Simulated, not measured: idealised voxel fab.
voxel self aligned vias: a process module
It is cross-section cut that appears here, measuring 245 nm in width, its square cells being 5 nm in size.
Square cells in a grid make up a cross-section in this document, and the grid is given as bands, listed from the top down, each one or more rows of cells. The band entry comprises the height of the band's top followed by the height of its bottom, expressed in nm, and subsequently the band's materials from left to right, each stated together with its width in nm. Where a single material is marked with the word "throughout", that material fills the band from edge to edge. The word "air" represents empty space. Where do heights start? At 0: under that level the wafer as delivered is made of one material only. And the lowest band has no floor; it just carries on downward, as in "from 0 down". When a width is written as two numbers, as in "30 to 40", the first number is the width in the top row of cells of the band and the second is the width in its bottom row, and the width changes by the same amount from each row to the next. Take "nothing changed" at face value: in the step it is given for, the cross-section changed in none of its cells. "Unvented voids": empty spaces of 8 cells or more with no open way to the top, each given as width x height at distance, distance from the left edge, all in nm. Past the settings on a step's line: simulator remark, on that step. Each step line may optionally specify "overlay nm", which for a step with a mask gives the rightward distance between the mask's planned place and where it lay, a negative value indicating the leftward direction.
These are the steps we planned for the process
1 RECEIVE: material Si
2 CONFORMAL_DEP: material SiO2, thk nm 10
3 CONFORMAL_DEP: material SiCN, thk nm 5
4 DIRECTIONAL_DEP: material lowk, thk nm 30
5 MASKED_ETCH: tone open, mask id LINES, width nm 25, pitch nm 50, etch materials lowk, depth nm 30, overlay nm 0
6 CONFORMAL_DEP: material TiN, thk nm 5
7 FILL_DEP: material Ru, thk nm 5
8 CMP: height nm 45
9 SELECTIVE_ETCH: etch materials W Ru TiN, depth nm 5
10 FILL_DEP: material SiN, thk nm 10
11 CMP: height nm 45
12 DIRECTIONAL_DEP: material lowk, thk nm 20
13 DIRECTIONAL_DEP: material aC, thk nm 10
14 PATTERN: tone open, mask id VIAS, material resist, width nm 35, pitch nm 50, thk nm 25, overlay nm 0
15 DIRECTIONAL_ETCH: etch materials aC, depth nm 10
16 STRIP: etch materials resist
17 DIRECTIONAL_ETCH: etch materials lowk, depth nm 20
18 DIRECTIONAL_ETCH: etch materials SiN, depth nm 5
19 STRIP: etch materials aC
20 CONFORMAL_DEP: material TiN, thk nm 5
21 FILL_DEP: material Ru, thk nm 10
22 CMP: height nm 65
23 CONFORMAL_DEP: material SiCN, thk nm 5
Cross-section of the wafer as it came to us, i.e., already through step 1
	from 0 down = Si throughout
	Unvented voids: none
Starting structure and process plan are as shown above, but one mistake was made in running the module; the wafer cross-section at the end of the module follows
	from 70 to 65 = SiCN throughout
	from 65 to 50 = 70 nm lowk; 5 nm TiN; 25 nm Ru; 5 nm TiN; 15 nm lowk; 5 nm TiN; 25 nm Ru; 5 nm TiN; 90 nm lowk
	from 50 to 45 = 70 nm lowk; 20 nm TiN; 10 nm Ru; 5 nm TiN; 15 nm lowk; 20 nm TiN; 10 nm Ru; 5 nm TiN; 90 nm lowk
	from 45 to 40 = 85 nm lowk; 20 nm TiN; 5 nm SiN; 25 nm lowk; 20 nm TiN; 5 nm SiN; 85 nm lowk
	from 40 to 20 = 85 nm lowk; 5 nm TiN; 15 nm Ru; 5 nm TiN; 25 nm lowk; 5 nm TiN; 15 nm Ru; 5 nm TiN; 85 nm lowk
	from 20 to 15 = 85 nm lowk; 25 nm TiN; 25 nm lowk; 25 nm TiN; 85 nm lowk
	from 15 to 10 = SiCN throughout
	from 10 to 0 = SiO2 throughout
	from 0 down = Si throughout
	Unvented voids: none
Processing error: for step 14, the planned setting was not used; the step was instead run as PATTERN: tone open, mask id VIAS, material resist, width nm 35, pitch nm 50, thk nm 25, overlay nm -10
